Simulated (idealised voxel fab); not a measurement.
Documented hereafter: the process module known as voxel local oxidation.
The width of the displayed cross-section, cut, is 240 nm; its cells are square, with a size of 5 nm.
A cross-section is written here as square cells arranged in a grid, and it is given in bands from the top down, each band taking up one or more rows of cells.
Basically the band line says how high the top is and how high the bottom is, in nm, and then what's in it from left to right, every material with its width in nm. Empty space shows up as "blank", and if a single material carries "everywhere" it runs the full band edge to edge.
Height datum 0, below which the as-received substrate wafer is one material. Lowest band open at the bottom, running downward: "0 nm and below".
Top row gets the first number, bottom row gets the second, and each row in between changes by the same step: that is how a band width like "30->40" works.
You'll sometimes find "changes: none" written for a step, and that's the way of saying that nowhere in the cross-section did a cell change during that step.
Empty spaces without an open route to the top, at least 8 cells in extent, make up the entry "Closed internal cavities"; each is given as width x height at distance, where the distance is measured from the left edge, and all are in nm.
The remark found on a step's line after its settings is issued by the simulator itself and pertains to that step.
"overlay nm" on a masked step: distance the mask lay right of its planned place, negative for left.

Listed below are the process steps as planned:
- 1: RECEIVE | material Si
- 2: OXIDIZE | depth nm 5
- 3: CONFORMAL_DEP | material SiN | thk nm 10
- 4: DIRECTIONAL_DEP | material aC | thk nm 15
- 5: PATTERN | tone cover | mask id ACTIVE | material resist | width nm 100 | thk nm 35 | overlay nm 0
- 6: DIRECTIONAL_ETCH | etch materials aC | depth nm 15
- 7: STRIP | etch materials resist
- 8: DIRECTIONAL_ETCH | etch materials SiN | depth nm 10
- 9: STRIP | etch materials aC
- 10: SELECTIVE_ETCH | etch materials SiO2 | depth nm 5
- 11: OXIDIZE | depth nm 15
- 12: STRIP | etch materials SiN

The first of a set of two wafers, run to plan:

As-received state of the wafer in cross-section, equivalent to post-step 1:
	0 nm and below: Si everywhere
	Closed internal cavities: none

Upon completion of step 2, the wafer appears in cross-section as shown:
	0 nm to -5 nm: SiO2 everywhere
	All layers under -5 are left as they were.

Upon completion of step 3, the wafer appears in cross-section as shown:
	10 nm to 0 nm: SiN everywhere
	All layers under 0 are left as they were.

Upon completion of step 4, the wafer appears in cross-section as shown:
	25 nm to 10 nm: aC everywhere
	All layers under 10 are left as they were.

Upon completion of step 5, the wafer appears in cross-section as shown:
	60 nm to 25 nm: 70 nm blank; 100 nm resist; 70 nm blank
	All layers under 25 are left as they were.

Upon completion of step 6, the wafer appears in cross-section as shown:
	45 nm to 25 nm: 70 nm blank; 100 nm resist; 70 nm blank
	25 nm to 10 nm: 70 nm blank; 100 nm aC; 70 nm blank
	All layers under 10 are left as they were.

Upon completion of step 7, the wafer appears in cross-section as shown:
	25 nm to 10 nm: 70 nm blank; 100 nm aC; 70 nm blank
	All layers under 10 are left as they were.

Upon completion of step 8, the wafer appears in cross-section as shown:
	25 nm to 10 nm: 70 nm blank; 100 nm aC; 70 nm blank
	10 nm to 0 nm: 70 nm blank; 100 nm SiN; 70 nm blank
	All layers under 0 are left as they were.

Upon completion of step 9, the wafer appears in cross-section as shown:
	10 nm to 0 nm: 70 nm blank; 100 nm SiN; 70 nm blank
	All layers under 0 are left as they were.

Upon completion of step 10, the wafer appears in cross-section as shown:
	10 nm to 0 nm: 70 nm blank; 100 nm SiN; 70 nm blank
	0 nm to -5 nm: 75 nm blank; 90 nm SiO2; 75 nm blank
	All layers under -5 are left as they were.

Upon completion of step 11, the wafer appears in cross-section as shown:
	10 nm to 0 nm: 70 nm blank; 100 nm SiN; 70 nm blank
	0 nm to -5 nm: 75 nm blank; 90 nm SiO2; 75 nm blank
	-5 nm to -20 nm: 90 nm SiO2; 60 nm Si; 90 nm SiO2
	All layers under -20 are left as they were.

Upon completion of step 12, the wafer appears in cross-section as shown:
	0 nm to -5 nm: 75 nm blank; 90 nm SiO2; 75 nm blank
	All layers under -5 are left as they were.

Okay, second wafer. Nothing different at the start, nothing different in the plan, just one mistake somewhere in the running. As far as step 4, counting that step, it's the first wafer all over again:

Cross-section, second wafer, at the end time the plan gives for step 5:
	60 nm to 25 nm: 80 nm blank; 100 nm resist; 60 nm blank
	All layers under 25 are left as they were.

Cross-section, second wafer, at the end time the plan gives for step 6:
	45 nm to 25 nm: 80 nm blank; 100 nm resist; 60 nm blank
	25 nm to 10 nm: 80 nm blank; 100 nm aC; 60 nm blank
	All layers under 10 are left as they were.

Cross-section, second wafer, at the end time the plan gives for step 7:
	25 nm to 10 nm: 80 nm blank; 100 nm aC; 60 nm blank
	All layers under 10 are left as they were.

Cross-section, second wafer, at the end time the plan gives for step 8:
	25 nm to 10 nm: 80 nm blank; 100 nm aC; 60 nm blank
	10 nm to 0 nm: 80 nm blank; 100 nm SiN; 60 nm blank
	All layers under 0 are left as they were.

Cross-section, second wafer, at the end time the plan gives for step 9:
	10 nm to 0 nm: 80 nm blank; 100 nm SiN; 60 nm blank
	All layers under 0 are left as they were.

Cross-section, second wafer, at the end time the plan gives for step 10:
	10 nm to 0 nm: 80 nm blank; 100 nm SiN; 60 nm blank
	0 nm to -5 nm: 85 nm blank; 90 nm SiO2; 65 nm blank
	All layers under -5 are left as they were.

Cross-section, second wafer, at the end time the plan gives for step 11:
	10 nm to 0 nm: 80 nm blank; 100 nm SiN; 60 nm blank
	0 nm to -5 nm: 85 nm blank; 90 nm SiO2; 65 nm blank
	-5 nm to -20 nm: 100 nm SiO2; 60 nm Si; 80 nm SiO2
	All layers under -20 are left as they were.

Cross-section, second wafer, at the end time the plan gives for step 12:
	0 nm to -5 nm: 85 nm blank; 90 nm SiO2; 65 nm blank
	All layers under -5 are left as they were.
Processing error: in deviation from the planned setting, step 5 was conducted as PATTERN | tone cover | mask id ACTIVE | material resist | width nm 100 | thk nm 35 | overlay nm 10
Both wafers, final: cells per material equal; arrangement not.
